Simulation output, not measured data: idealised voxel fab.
process module | voxel transistor to metal
cross-section cut | 185 nm wide | cells 5 nm
A cross-section is a grid of square cells, given in bands from the top down. A band is one or more rows of cells.
Each band's line starts with the height of the band's top and of its bottom, in nm. Then come its materials from left to right, each with its width in nm. One material with "throughout" fills the band from edge to edge. "air" is empty space.
Height 0 is the level under which the wafer as received is all one material. The lowest band goes on downwards, as in "0 down".
A width such as "30 to 40" changes by the same amount from each row of cells to the next, from the band's top row to its bottom row.
"no change" after a step means that no cell of the cross-section changed.
closed voids: empty space of 8 cells or more with no open way to the top, each as width x height at its distance from the left edge, in nm
after a step's settings: what the simulator itself notes on the step
overlay nm, on a step with a mask: how far to the right of its planned place the mask lay; to the left if negative
Each pair below shows a cross-section before one step and the cross-section after it, down to the lowest band that changed. The line under each pair gives the step between them, with its settings. The pairs can come from different runs of this module on the same starting wafer, so a pair continues from the pair above only where its "before" says so.
before
  55 to 40: SiO2 throughout
  40 to 30: SiO2 70 | SiN 10 | SiCN 25 | SiN 10 | SiO2 70
  30 to 10: SiO2 70 | SiN 10 | polySi 25 | SiN 10 | SiO2 70
  10 to 5: SiO2 35 | SiN 10 | SiO2 25 | SiN 10 | polySi 25 | SiN 10 | SiO2 25 | SiN 10 | SiO2 35
  5 to 0: SiO2 35 | SiN 10 | nSi 10 | SiO2 5 | nSi 10 | SiN 10 | polySi 25 | SiN 10 | nSi 10 | SiO2 5 | nSi 10 | SiN 10 | SiO2 35
  0 to -5: SiO2 45 | nSi 10 | SiO2 5 | nSi 10 | SiO2 45 | nSi 10 | SiO2 5 | nSi 10 | SiO2 45
  -5 to -15: SiO2 40 | Si 5 | nSi 25 | Si 45 | nSi 25 | Si 5 | SiO2 40
  -15 to -30: SiO2 40 | Si 105 | SiO2 40
  -30 down: Si throughout
  closed voids: none
after
  70 to 40: SiO2 throughout
  below 40: unchanged
  closed voids: none
the step between: op DIRECTIONAL_DEP | material SiO2 | thk nm 15
before: the cross-section after the pair above
after
  85 to 70: resist 45 | air 20 | resist 55 | air 20 | resist 45
  below 70: unchanged
  closed voids: none
the step between: op PATTERN | tone open | mask id CONTACT | material resist | width nm 20 | pitch nm 75 | thk nm 15 | overlay nm 0
before: the cross-section after the pair above
after
  85 to 70: resist 45 | air 20 | resist 55 | air 20 | resist 45
  70 to 40: SiO2 45 | air 20 | SiO2 55 | air 20 | SiO2 45
  40 to 30: SiO2 45 | air 20 | SiO2 5 | SiN 10 | SiCN 25 | SiN 10 | SiO2 5 | air 20 | SiO2 45
  30 to 10: SiO2 45 | air 20 | SiO2 5 | SiN 10 | polySi 25 | SiN 10 | SiO2 5 | air 20 | SiO2 45
  below 10: unchanged
  closed voids: none
the step between: op DIRECTIONAL_ETCH | etch materials SiO2 | depth nm 60
before: the cross-section after the pair above
after
  70 to 40: SiO2 45 | air 20 | SiO2 55 | air 20 | SiO2 45
  below 40: unchanged
  closed voids: none
the step between: op STRIP | etch materials resist
before: the cross-section after the pair above
after
  75 to 70: TiN 50 | air 10 | TiN 65 | air 10 | TiN 50
  70 to 40: SiO2 45 | TiN 5 | air 10 | TiN 5 | SiO2 55 | TiN 5 | air 10 | TiN 5 | SiO2 45
  40 to 30: SiO2 45 | TiN 5 | air 10 | TiN 5 | SiO2 5 | SiN 10 | SiCN 25 | SiN 10 | SiO2 5 | TiN 5 | air 10 | TiN 5 | SiO2 45
  30 to 15: SiO2 45 | TiN 5 | air 10 | TiN 5 | SiO2 5 | SiN 10 | polySi 25 | SiN 10 | SiO2 5 | TiN 5 | air 10 | TiN 5 | SiO2 45
  15 to 10: SiO2 45 | TiN 20 | SiO2 5 | SiN 10 | polySi 25 | SiN 10 | SiO2 5 | TiN 20 | SiO2 45
  below 10: unchanged
  closed voids: none
the step between: op CONFORMAL_DEP | material TiN | thk nm 5
before: the cross-section after the pair above
after
  80 to 75: Ru throughout
  75 to 70: TiN 50 | Ru 10 | TiN 65 | Ru 10 | TiN 50
  70 to 40: SiO2 45 | TiN 5 | Ru 10 | TiN 5 | SiO2 55 | TiN 5 | Ru 10 | TiN 5 | SiO2 45
  40 to 30: SiO2 45 | TiN 5 | Ru 10 | TiN 5 | SiO2 5 | SiN 10 | SiCN 25 | SiN 10 | SiO2 5 | TiN 5 | Ru 10 | TiN 5 | SiO2 45
  30 to 15: SiO2 45 | TiN 5 | Ru 10 | TiN 5 | SiO2 5 | SiN 10 | polySi 25 | SiN 10 | SiO2 5 | TiN 5 | Ru 10 | TiN 5 | SiO2 45
  below 15: unchanged
  closed voids: none
the step between: op FILL_DEP | material Ru | thk nm 5
before: the cross-section after the pair above
after
  55 to 40: SiO2 45 | TiN 5 | Ru 10 | TiN 5 | SiO2 55 | TiN 5 | Ru 10 | TiN 5 | SiO2 45
  below 40: unchanged
  closed voids: none
the step between: op CMP | height nm 55
before: the cross-section after the pair above
after
  60 to 55: TiN throughout
  below 55: unchanged
  closed voids: none
the step between: op DIRECTIONAL_DEP | material TiN | thk nm 5
before: the cross-section after the pair above
after
  80 to 60: W throughout
  below 60: unchanged
  closed voids: none
the step between: op DIRECTIONAL_DEP | material W | thk nm 20
before: the cross-section after the pair above
after
  80 to 60: air 45 | W 20 | air 55 | W 20 | air 45
  below 60: unchanged
  closed voids: none
the step between: op MASKED_ETCH | tone cover | mask id METAL_1 | width nm 20 | pitch nm 75 | etch materials W | depth nm 20 | overlay nm 0
before: the cross-section after the pair above
after
  80 to 60: air 45 | W 20 | air 55 | W 20 | air 45
  60 to 55: air 45 | TiN 20 | air 55 | TiN 20 | air 45
  below 55: unchanged
  closed voids: none
the step between: op MASKED_ETCH | tone cover | mask id METAL_1 | width nm 20 | pitch nm 75 | etch materials TiN | depth nm 5 | overlay nm 0
before: the cross-section after the pair above
after
  85 to 80: air 40 | SiCN 30 | air 45 | SiCN 30 | air 40
  80 to 60: air 40 | SiCN 5 | W 20 | SiCN 5 | air 45 | SiCN 5 | W 20 | SiCN 5 | air 40
  60 to 55: SiCN 45 | TiN 20 | SiCN 55 | TiN 20 | SiCN 45
  below 55: unchanged
  closed voids: none
the step between: op CONFORMAL_DEP | material SiCN | thk nm 5
before: the cross-section after the pair above
after
  90 to 85: SiO2 throughout
  85 to 80: SiO2 40 | SiCN 30 | SiO2 45 | SiCN 30 | SiO2 40
  80 to 60: SiO2 40 | SiCN 5 | W 20 | SiCN 5 | SiO2 45 | SiCN 5 | W 20 | SiCN 5 | SiO2 40
  below 60: unchanged
  closed voids: none
the step between: op FILL_DEP | material SiO2 | thk nm 5
before: the cross-section after the pair above
after
  80 to 60: SiO2 40 | SiCN 5 | W 20 | SiCN 5 | SiO2 45 | SiCN 5 | W 20 | SiCN 5 | SiO2 40
  below 60: unchanged
  closed voids: none
the step between: op CMP | height nm 80
before: the cross-section after the pair above
after
  85 to 80: SiCN throughout
  below 80: unchanged
  closed voids: none
the step between: op CONFORMAL_DEP | material SiCN | thk nm 5
before
  20 to 5: SiO2 40 | SiN 105 | SiO2 40
  5 to 0: SiO2 throughout
  0 to -30: SiO2 40 | Si 105 | SiO2 40
  -30 down: Si throughout
  closed voids: none
after
  20 to 5: SiO2 40 | air 105 | SiO2 40
  below 5: unchanged
  closed voids: none
the step between: op STRIP | etch materials SiN
before: the cross-section after the pair above
after
  15 to 0: SiO2 35 | air 115 | SiO2 35
  below 0: unchanged
  closed voids: none
the step between: op SELECTIVE_ETCH | etch materials SiO2 | depth nm 5
before: the cross-section after the pair above
after
  10 to 0: SiO2 30 | air 125 | SiO2 30
  0 to -5: SiO2 30 | air 10 | Si 105 | air 10 | SiO2 30
  below -5: unchanged
  closed voids: none
the step between: op SELECTIVE_ETCH | etch materials SiO2 | depth nm 5
before: the cross-section after the pair above
after
  10 to 0: SiO2 30 | air 125 | SiO2 30
  0 to -5: SiO2 30 | air 10 | SiO2 105 | air 10 | SiO2 30
  -5 to -10: SiO2 45 | Si 95 | SiO2 45
  below -10: unchanged
  closed voids: none
the step between: op OXIDIZE | depth nm 5
before: the cross-section after the pair above
after
  40 to 30: polySi 30 | air 125 | polySi 30
  30 to 25: polySi 30 | air 10 | polySi 105 | air 10 | polySi 30
  25 to 10: polySi throughout
  10 to 0: SiO2 30 | polySi 125 | SiO2 30
  0 to -5: SiO2 30 | polySi 10 | SiO2 105 | polySi 10 | SiO2 30
  below -5: unchanged
  closed voids: none
the step between: op DIRECTIONAL_DEP | material polySi | thk nm 30
before: the cross-section after the pair above
after
  50 to 40: SiCN 30 | air 125 | SiCN 30
  40 to 35: polySi 30 | air 10 | SiCN 105 | air 10 | polySi 30
  35 to 30: polySi 30 | SiCN 125 | polySi 30
  30 to 25: polySi 30 | SiCN 10 | polySi 105 | SiCN 10 | polySi 30
  below 25: unchanged
  closed voids: none
the step between: op DIRECTIONAL_DEP | material SiCN | thk nm 10
before: the cross-section after the pair above
after
  70 to 50: air 80 | resist 25 | air 80
  50 to 40: SiCN 30 | air 50 | resist 25 | air 50 | SiCN 30
  below 40: unchanged
  closed voids: none
the step between: op PATTERN | tone cover | mask id GATE | material resist | width nm 25 | thk nm 20 | overlay nm 0
before: the cross-section after the pair above
after
  70 to 40: air 80 | resist 25 | air 80
  40 to 30: polySi 30 | air 50 | SiCN 25 | air 50 | polySi 30
  30 to 25: polySi 30 | air 10 | polySi 105 | air 10 | polySi 30
  below 25: unchanged
  closed voids: none
the step between: op DIRECTIONAL_ETCH | etch materials SiCN | depth nm 20
before: the cross-section after the pair above
after
  70 to 40: air 80 | resist 25 | air 80
  40 to 30: air 80 | SiCN 25 | air 80
  30 to 10: air 80 | polySi 25 | air 80
  10 to 0: SiO2 30 | air 50 | polySi 25 | air 50 | SiO2 30
  0 to -5: SiO2 30 | air 10 | SiO2 105 | air 10 | SiO2 30
  below -5: unchanged
  closed voids: none
the step between: op DIRECTIONAL_ETCH | etch materials polySi | depth nm 40
before: the cross-section after the pair above
after
  40 to 30: air 80 | SiCN 25 | air 80
  below 30: unchanged
  closed voids: none
the step between: op STRIP | etch materials resist
before: the cross-section after the pair above
after
  50 to 40: air 70 | SiN 45 | air 70
  40 to 30: air 70 | SiN 10 | SiCN 25 | SiN 10 | air 70
  30 to 20: air 70 | SiN 10 | polySi 25 | SiN 10 | air 70
  20 to 10: SiN 40 | air 30 | SiN 10 | polySi 25 | SiN 10 | air 30 | SiN 40
  10 to 0: SiO2 30 | SiN 50 | polySi 25 | SiN 50 | SiO2 30
  0 to -5: SiO2 30 | SiN 10 | SiO2 105 | SiN 10 | SiO2 30
  below -5: unchanged
  closed voids: none
the step between: op CONFORMAL_DEP | material SiN | thk nm 10
before: the cross-section after the pair above
after
  40 to 30: air 70 | SiN 10 | SiCN 25 | SiN 10 | air 70
  30 to 10: air 70 | SiN 10 | polySi 25 | SiN 10 | air 70
  10 to 0: SiO2 30 | SiN 10 | air 30 | SiN 10 | polySi 25 | SiN 10 | air 30 | SiN 10 | SiO2 30
  below 0: unchanged
  closed voids: none
the step between: op DIRECTIONAL_ETCH | etch materials SiN | depth nm 10
before: the cross-section after the pair above
after
  40 to 30: air 70 | SiN 10 | SiCN 25 | SiN 10 | air 70
  30 to 10: air 70 | SiN 10 | polySi 25 | SiN 10 | air 70
  10 to 5: air 30 | SiN 10 | air 30 | SiN 10 | polySi 25 | SiN 10 | air 30 | SiN 10 | air 30
  5 to 0: SiO2 30 | SiN 10 | air 30 | SiN 10 | polySi 25 | SiN 10 | air 30 | SiN 10 | SiO2 30
  0 to -5: SiO2 30 | SiN 10 | air 30 | SiO2 45 | air 30 | SiN 10 | SiO2 30
  below -5: unchanged
  closed voids: none
the step between: op DIRECTIONAL_ETCH | etch materials SiO2 | depth nm 5
before: the cross-section after the pair above
after
  40 to 30: air 70 | SiN 10 | SiCN 25 | SiN 10 | air 70
  30 to 10: air 70 | SiN 10 | polySi 25 | SiN 10 | air 70
  10 to 5: air 30 | SiN 10 | air 30 | SiN 10 | polySi 25 | SiN 10 | air 30 | SiN 10 | air 30
  5 to 0: SiO2 30 | SiN 10 | air 30 | SiN 10 | polySi 25 | SiN 10 | air 30 | SiN 10 | SiO2 30
  0 to -5: SiO2 30 | SiN 10 | air 30 | SiO2 45 | air 30 | SiN 10 | SiO2 30
  -5 to -10: SiO2 45 | air 25 | Si 45 | air 25 | SiO2 45
  -10 to -15: SiO2 40 | Si 5 | air 25 | Si 45 | air 25 | Si 5 | SiO2 40
  below -15: unchanged
  closed voids: none
the step between: op DIRECTIONAL_ETCH | etch materials Si | depth nm 10
before: the cross-section after the pair above
after
  40 to 30: air 70 | SiN 10 | SiCN 25 | SiN 10 | air 70
  30 to 10: air 70 | SiN 10 | polySi 25 | SiN 10 | air 70
  10 to 5: air 30 | SiN 10 | air 30 | SiN 10 | polySi 25 | SiN 10 | air 30 | SiN 10 | air 30
  5 to 0: SiO2 30 | SiN 10 | air 20 | nSi 10 | SiN 10 | polySi 25 | SiN 10 | nSi 10 | air 20 | SiN 10 | SiO2 30
  0 to -5: SiO2 30 | SiN 10 | nSi 15 | air 5 | nSi 10 | SiO2 45 | nSi 10 | air 5 | nSi 15 | SiN 10 | SiO2 30
  -5 to -10: SiO2 45 | nSi 25 | Si 45 | nSi 25 | SiO2 45
  -10 to -15: SiO2 40 | Si 5 | nSi 25 | Si 45 | nSi 25 | Si 5 | SiO2 40
  below -15: unchanged
  closed voids: none
the step between: op EPI | material nSi | thk nm 10
before: the cross-section after the pair above
after
  50 to 40: SiO2 throughout
  40 to 30: SiO2 70 | SiN 10 | SiCN 25 | SiN 10 | SiO2 70
  30 to 10: SiO2 70 | SiN 10 | polySi 25 | SiN 10 | SiO2 70
  10 to 5: SiO2 30 | SiN 10 | SiO2 30 | SiN 10 | polySi 25 | SiN 10 | SiO2 30 | SiN 10 | SiO2 30
  5 to 0: SiO2 30 | SiN 10 | SiO2 20 | nSi 10 | SiN 10 | polySi 25 | SiN 10 | nSi 10 | SiO2 20 | SiN 10 | SiO2 30
  0 to -5: SiO2 30 | SiN 10 | nSi 15 | SiO2 5 | nSi 10 | SiO2 45 | nSi 10 | SiO2 5 | nSi 15 | SiN 10 | SiO2 30
  below -5: unchanged
  closed voids: none
the step between: op FILL_DEP | material SiO2 | thk nm 10
before: the cross-section after the pair above
after
  40 to 30: SiO2 70 | SiN 10 | SiCN 25 | SiN 10 | SiO2 70
  below 30: unchanged
  closed voids: none
the step between: op CMP | height nm 40
before: the cross-section after the pair above
after
  55 to 40: SiO2 throughout
  below 40: unchanged
  closed voids: none
the step between: op DIRECTIONAL_DEP | material SiO2 | thk nm 15
before: the cross-section after the pair above
after
  70 to 55: resist 45 | air 20 | resist 55 | air 20 | resist 45
  below 55: unchanged
  closed voids: none
the step between: op PATTERN | tone open | mask id CONTACT | material resist | width nm 20 | pitch nm 75 | thk nm 15 | overlay nm 0
before: the cross-section after the pair above
after
  70 to 55: resist 45 | air 20 | resist 55 | air 20 | resist 45
  55 to 40: SiO2 45 | air 20 | SiO2 55 | air 20 | SiO2 45
  40 to 30: SiO2 45 | air 20 | SiO2 5 | SiN 10 | SiCN 25 | SiN 10 | SiO2 5 | air 20 | SiO2 45
  30 to 10: SiO2 45 | air 20 | SiO2 5 | SiN 10 | polySi 25 | SiN 10 | SiO2 5 | air 20 | SiO2 45
  10 to 5: SiO2 30 | SiN 10 | SiO2 5 | air 20 | SiO2 5 | SiN 10 | polySi 25 | SiN 10 | SiO2 5 | air 20 | SiO2 5 | SiN 10 | SiO2 30
  5 to 0: SiO2 30 | SiN 10 | SiO2 5 | air 15 | nSi 10 | SiN 10 | polySi 25 | SiN 10 | nSi 10 | air 15 | SiO2 5 | SiN 10 | SiO2 30
  0 to -5: SiO2 30 | SiN 10 | nSi 15 | air 5 | nSi 10 | SiO2 45 | nSi 10 | air 5 | nSi 15 | SiN 10 | SiO2 30
  below -5: unchanged
  closed voids: none
the step between: op DIRECTIONAL_ETCH | etch materials SiO2 | depth nm 60
before: the cross-section after the pair above
after
  55 to 40: SiO2 45 | air 20 | SiO2 55 | air 20 | SiO2 45
  below 40: unchanged
  closed voids: none
the step between: op STRIP | etch materials resist
before: the cross-section after the pair above
after
  60 to 55: TiN 50 | air 10 | TiN 65 | air 10 | TiN 50
  55 to 40: SiO2 45 | TiN 5 | air 10 | TiN 5 | SiO2 55 | TiN 5 | air 10 | TiN 5 | SiO2 45
  40 to 30: SiO2 45 | TiN 5 | air 10 | TiN 5 | SiO2 5 | SiN 10 | SiCN 25 | SiN 10 | SiO2 5 | TiN 5 | air 10 | TiN 5 | SiO2 45
  30 to 10: SiO2 45 | TiN 5 | air 10 | TiN 5 | SiO2 5 | SiN 10 | polySi 25 | SiN 10 | SiO2 5 | TiN 5 | air 10 | TiN 5 | SiO2 45
  10 to 5: SiO2 30 | SiN 10 | SiO2 5 | TiN 5 | air 5 | TiN 10 | SiO2 5 | SiN 10 | polySi 25 | SiN 10 | SiO2 5 | TiN 10 | air 5 | TiN 5 | SiO2 5 | SiN 10 | SiO2 30
  5 to 0: SiO2 30 | SiN 10 | SiO2 5 | TiN 15 | nSi 10 | SiN 10 | polySi 25 | SiN 10 | nSi 10 | TiN 15 | SiO2 5 | SiN 10 | SiO2 30
  0 to -5: SiO2 30 | SiN 10 | nSi 15 | TiN 5 | nSi 10 | SiO2 45 | nSi 10 | TiN 5 | nSi 15 | SiN 10 | SiO2 30
  below -5: unchanged
  closed voids: none
the step between: op CONFORMAL_DEP | material TiN | thk nm 5
before: the cross-section after the pair above
after
  65 to 60: Ru throughout
  60 to 55: TiN 50 | Ru 10 | TiN 65 | Ru 10 | TiN 50
  55 to 40: SiO2 45 | TiN 5 | Ru 10 | TiN 5 | SiO2 55 | TiN 5 | Ru 10 | TiN 5 | SiO2 45
  40 to 30: SiO2 45 | TiN 5 | Ru 10 | TiN 5 | SiO2 5 | SiN 10 | SiCN 25 | SiN 10 | SiO2 5 | TiN 5 | Ru 10 | TiN 5 | SiO2 45
  30 to 10: SiO2 45 | TiN 5 | Ru 10 | TiN 5 | SiO2 5 | SiN 10 | polySi 25 | SiN 10 | SiO2 5 | TiN 5 | Ru 10 | TiN 5 | SiO2 45
  10 to 5: SiO2 30 | SiN 10 | SiO2 5 | TiN 5 | Ru 5 | TiN 10 | SiO2 5 | SiN 10 | polySi 25 | SiN 10 | SiO2 5 | TiN 10 | Ru 5 | TiN 5 | SiO2 5 | SiN 10 | SiO2 30
  below 5: unchanged
  closed voids: none
the step between: op FILL_DEP | material Ru | thk nm 5
before: the cross-section after the pair above
after
  55 to 40: SiO2 45 | TiN 5 | Ru 10 | TiN 5 | SiO2 55 | TiN 5 | Ru 10 | TiN 5 | SiO2 45
  below 40: unchanged
  closed voids: none
the step between: op CMP | height nm 55
before: the cross-section after the pair above
after
  60 to 55: TiN throughout
  below 55: unchanged
  closed voids: none
the step between: op DIRECTIONAL_DEP | material TiN | thk nm 5
before: the cross-section after the pair above
after
  80 to 60: W throughout
  below 60: unchanged
  closed voids: none
the step between: op DIRECTIONAL_DEP | material W | thk nm 20
before: the cross-section after the pair above
after
  80 to 60: air 45 | W 20 | air 55 | W 20 | air 45
  below 60: unchanged
  closed voids: none
the step between: op MASKED_ETCH | tone cover | mask id METAL_1 | width nm 20 | pitch nm 75 | etch materials W | depth nm 20 | overlay nm 0
before: the cross-section after the pair above
after
  80 to 60: air 45 | W 20 | air 55 | W 20 | air 45
  60 to 55: air 45 | TiN 20 | air 55 | TiN 20 | air 45
  below 55: unchanged
  closed voids: none
the step between: op MASKED_ETCH | tone cover | mask id METAL_1 | width nm 20 | pitch nm 75 | etch materials TiN | depth nm 5 | overlay nm 0
before: the cross-section after the pair above
after
  85 to 80: air 40 | SiCN 30 | air 45 | SiCN 30 | air 40
  80 to 60: air 40 | SiCN 5 | W 20 | SiCN 5 | air 45 | SiCN 5 | W 20 | SiCN 5 | air 40
  60 to 55: SiCN 45 | TiN 20 | SiCN 55 | TiN 20 | SiCN 45
  below 55: unchanged
  closed voids: none
the step between: op CONFORMAL_DEP | material SiCN | thk nm 5
before: the cross-section after the pair above
after
  90 to 85: SiO2 throughout
  85 to 80: SiO2 40 | SiCN 30 | SiO2 45 | SiCN 30 | SiO2 40
  80 to 60: SiO2 40 | SiCN 5 | W 20 | SiCN 5 | SiO2 45 | SiCN 5 | W 20 | SiCN 5 | SiO2 40
  below 60: unchanged
  closed voids: none
the step between: op FILL_DEP | material SiO2 | thk nm 5
before: the cross-section after the pair above
after
  80 to 60: SiO2 40 | SiCN 5 | W 20 | SiCN 5 | SiO2 45 | SiCN 5 | W 20 | SiCN 5 | SiO2 40
  below 60: unchanged
  closed voids: none
the step between: op CMP | height nm 80
before: the cross-section after the pair above
after
  85 to 80: SiCN throughout
  below 80: unchanged
  closed voids: none
the step between: op CONFORMAL_DEP | material SiCN | thk nm 5
before
  65 to 60: Ru throughout
  60 to 55: TiN 50 | Ru 10 | TiN 65 | Ru 10 | TiN 50
  55 to 40: SiO2 45 | TiN 5 | Ru 10 | TiN 5 | SiO2 55 | TiN 5 | Ru 10 | TiN 5 | SiO2 45
  40 to 30: SiO2 45 | TiN 5 | Ru 10 | TiN 5 | SiO2 5 | SiN 10 | SiCN 25 | SiN 10 | SiO2 5 | TiN 5 | Ru 10 | TiN 5 | SiO2 45
  30 to 10: SiO2 45 | TiN 5 | Ru 10 | TiN 5 | SiO2 5 | SiN 10 | polySi 25 | SiN 10 | SiO2 5 | TiN 5 | Ru 10 | TiN 5 | SiO2 45
  10 to 5: SiO2 35 | SiN 10 | TiN 20 | SiO2 5 | SiN 10 | polySi 25 | SiN 10 | SiO2 5 | TiN 20 | SiN 10 | SiO2 35
  5 to 0: SiO2 35 | SiN 10 | nSi 10 | TiN 5 | nSi 10 | SiN 10 | polySi 25 | SiN 10 | nSi 10 | TiN 5 | nSi 10 | SiN 10 | SiO2 35
  0 to -5: SiO2 45 | nSi 10 | TiN 5 | nSi 10 | SiO2 45 | nSi 10 | TiN 5 | nSi 10 | SiO2 45
  -5 to -15: SiO2 40 | Si 5 | nSi 25 | Si 45 | nSi 25 | Si 5 | SiO2 40
  -15 to -30: SiO2 40 | Si 105 | SiO2 40
  -30 down: Si throughout
  closed voids: none
after
  60 to 55: TiN 50 | Ru 10 | TiN 65 | Ru 10 | TiN 50
  below 55: unchanged
  closed voids: none
the step between: op CMP | height nm 60
before: the cross-section after the pair above
after
  65 to 60: TiN throughout
  below 60: unchanged
  closed voids: none
the step between: op DIRECTIONAL_DEP | material TiN | thk nm 5
before: the cross-section after the pair above
after
  85 to 65: W throughout
  below 65: unchanged
  closed voids: none
the step between: op DIRECTIONAL_DEP | material W | thk nm 20
before: the cross-section after the pair above
after
  85 to 65: air 45 | W 20 | air 55 | W 20 | air 45
  below 65: unchanged
  closed voids: none
the step between: op MASKED_ETCH | tone cover | mask id METAL_1 | width nm 20 | pitch nm 75 | etch materials W | depth nm 20 | overlay nm 0
before: the cross-section after the pair above
after
  85 to 65: air 45 | W 20 | air 55 | W 20 | air 45
  65 to 60: air 45 | TiN 20 | air 55 | TiN 20 | air 45
  below 60: unchanged
  closed voids: none
the step between: op MASKED_ETCH | tone cover | mask id METAL_1 | width nm 20 | pitch nm 75 | etch materials TiN | depth nm 5 | overlay nm 0
before: the cross-section after the pair above
after
  90 to 85: air 40 | SiCN 30 | air 45 | SiCN 30 | air 40
  85 to 65: air 40 | SiCN 5 | W 20 | SiCN 5 | air 45 | SiCN 5 | W 20 | SiCN 5 | air 40
  65 to 60: SiCN 45 | TiN 20 | SiCN 55 | TiN 20 | SiCN 45
  below 60: unchanged
  closed voids: none
the step between: op CONFORMAL_DEP | material SiCN | thk nm 5
before: the cross-section after the pair above
after
  95 to 90: SiO2 throughout
  90 to 85: SiO2 40 | SiCN 30 | SiO2 45 | SiCN 30 | SiO2 40
  85 to 65: SiO2 40 | SiCN 5 | W 20 | SiCN 5 | SiO2 45 | SiCN 5 | W 20 | SiCN 5 | SiO2 40
  below 65: unchanged
  closed voids: none
the step between: op FILL_DEP | material SiO2 | thk nm 5
before: the cross-section after the pair above
after
  80 to 65: SiO2 40 | SiCN 5 | W 20 | SiCN 5 | SiO2 45 | SiCN 5 | W 20 | SiCN 5 | SiO2 40
  below 65: unchanged
  closed voids: none
the step between: op CMP | height nm 80
before: the cross-section after the pair above
after
  85 to 80: SiCN throughout
  below 80: unchanged
  closed voids: none
the step between: op CONFORMAL_DEP | material SiCN | thk nm 5
before
  80 to 60: W throughout
  60 to 55: TiN throughout
  55 to 40: SiO2 45 | TiN 5 | Ru 10 | TiN 5 | SiO2 55 | TiN 5 | Ru 10 | TiN 5 | SiO2 45
  40 to 30: SiO2 45 | TiN 5 | Ru 10 | TiN 5 | SiO2 5 | SiN 10 | SiCN 25 | SiN 10 | SiO2 5 | TiN 5 | Ru 10 | TiN 5 | SiO2 45
  30 to 10: SiO2 45 | TiN 5 | Ru 10 | TiN 5 | SiO2 5 | SiN 10 | polySi 25 | SiN 10 | SiO2 5 | TiN 5 | Ru 10 | TiN 5 | SiO2 45
  10 to 5: SiO2 35 | SiN 10 | TiN 20 | SiO2 5 | SiN 10 | polySi 25 | SiN 10 | SiO2 5 | TiN 20 | SiN 10 | SiO2 35
  5 to 0: SiO2 35 | SiN 10 | nSi 10 | TiN 5 | nSi 10 | SiN 10 | polySi 25 | SiN 10 | nSi 10 | TiN 5 | nSi 10 | SiN 10 | SiO2 35
  0 to -5: SiO2 45 | nSi 10 | TiN 5 | nSi 10 | SiO2 45 | nSi 10 | TiN 5 | nSi 10 | SiO2 45
  -5 to -15: SiO2 40 | Si 5 | nSi 25 | Si 45 | nSi 25 | Si 5 | SiO2 40
  -15 to -30: SiO2 40 | Si 105 | SiO2 40
  -30 down: Si throughout
  closed voids: none
after
  80 to 60: air 50 | W 15 | air 60 | W 15 | air 45
  below 60: unchanged
  closed voids: none
the step between: op MASKED_ETCH | tone cover | mask id METAL_1 | width nm 15 | pitch nm 75 | etch materials W | depth nm 20 | overlay nm 0
before: the cross-section after the pair above
after
  80 to 60: air 50 | W 15 | air 60 | W 15 | air 45
  60 to 55: air 45 | TiN 20 | air 55 | TiN 20 | air 45
  below 55: unchanged
  closed voids: none
the step between: op MASKED_ETCH | tone cover | mask id METAL_1 | width nm 20 | pitch nm 75 | etch materials TiN | depth nm 5 | overlay nm 0
before: the cross-section after the pair above
after
  85 to 80: air 45 | SiCN 25 | air 50 | SiCN 25 | air 40
  80 to 65: air 45 | SiCN 5 | W 15 | SiCN 5 | air 50 | SiCN 5 | W 15 | SiCN 5 | air 40
  65 to 60: air 40 | SiCN 10 | W 15 | SiCN 5 | air 45 | SiCN 10 | W 15 | SiCN 5 | air 40
  60 to 55: SiCN 45 | TiN 20 | SiCN 55 | TiN 20 | SiCN 45
  below 55: unchanged
  closed voids: none
the step between: op CONFORMAL_DEP | material SiCN | thk nm 5
before: the cross-section after the pair above
after
  90 to 85: SiO2 throughout
  85 to 80: SiO2 45 | SiCN 25 | SiO2 50 | SiCN 25 | SiO2 40
  80 to 65: SiO2 45 | SiCN 5 | W 15 | SiCN 5 | SiO2 50 | SiCN 5 | W 15 | SiCN 5 | SiO2 40
  65 to 60: SiO2 40 | SiCN 10 | W 15 | SiCN 5 | SiO2 45 | SiCN 10 | W 15 | SiCN 5 | SiO2 40
  below 60: unchanged
  closed voids: none
the step between: op FILL_DEP | material SiO2 | thk nm 5
before: the cross-section after the pair above
after
  80 to 65: SiO2 45 | SiCN 5 | W 15 | SiCN 5 | SiO2 50 | SiCN 5 | W 15 | SiCN 5 | SiO2 40
  below 65: unchanged
  closed voids: none
the step between: op CMP | height nm 80
before: the cross-section after the pair above
after
  85 to 80: SiCN throughout
  below 80: unchanged
  closed voids: none
the step between: op CONFORMAL_DEP | material SiCN | thk nm 5
before
  80 to 60: W throughout
  60 to 55: TiN throughout
  55 to 40: SiO2 45 | TiN 5 | Ru 10 | TiN 5 | SiO2 55 | TiN 5 | Ru 10 | TiN 5 | SiO2 45
  40 to 30: SiO2 45 | TiN 5 | Ru 10 | TiN 5 | SiO2 5 | SiN 10 | SiCN 25 | SiN 10 | SiO2 5 | TiN 5 | Ru 10 | TiN 5 | SiO2 45
  30 to 10: SiO2 45 | TiN 5 | Ru 10 | TiN 5 | SiO2 5 | SiN 10 | polySi 25 | SiN 10 | SiO2 5 | TiN 5 | Ru 10 | TiN 5 | SiO2 45
  10 to 5: SiO2 35 | SiN 10 | TiN 20 | SiO2 5 | SiN 10 | polySi 25 | SiN 10 | SiO2 5 | TiN 20 | SiN 10 | SiO2 35
  5 to 0: SiO2 35 | SiN 10 | nSi 10 | TiN 5 | nSi 10 | SiN 10 | polySi 25 | SiN 10 | nSi 10 | TiN 5 | nSi 10 | SiN 10 | SiO2 35
  0 to -5: SiO2 45 | nSi 10 | TiN 5 | nSi 10 | SiO2 45 | nSi 10 | TiN 5 | nSi 10 | SiO2 45
  -5 to -15: SiO2 40 | Si 5 | nSi 25 | Si 45 | nSi 25 | Si 5 | SiO2 40
  -15 to -30: SiO2 40 | Si 105 | SiO2 40
  -30 down: Si throughout
  closed voids: none
after
  80 to 60: air 40 | W 20 | air 55 | W 20 | air 50
  below 60: unchanged
  closed voids: none
the step between: op MASKED_ETCH | tone cover | mask id METAL_1 | width nm 20 | pitch nm 75 | etch materials W | depth nm 20 | overlay nm -5
before: the cross-section after the pair above
after
  80 to 60: air 40 | W 20 | air 55 | W 20 | air 50
  60 to 55: air 40 | TiN 25 | air 50 | TiN 25 | air 45
  below 55: unchanged
  closed voids: none
the step between: op MASKED_ETCH | tone cover | mask id METAL_1 | width nm 20 | pitch nm 75 | etch materials TiN | depth nm 5 | overlay nm 0
before: the cross-section after the pair above
after
  85 to 80: air 35 | SiCN 30 | air 45 | SiCN 30 | air 45
  80 to 65: air 35 | SiCN 5 | W 20 | SiCN 5 | air 45 | SiCN 5 | W 20 | SiCN 5 | air 45
  65 to 60: air 35 | SiCN 5 | W 20 | SiCN 10 | air 40 | SiCN 5 | W 20 | SiCN 10 | air 40
  60 to 55: SiCN 40 | TiN 25 | SiCN 50 | TiN 25 | SiCN 45
  below 55: unchanged
  closed voids: none
the step between: op CONFORMAL_DEP | material SiCN | thk nm 5
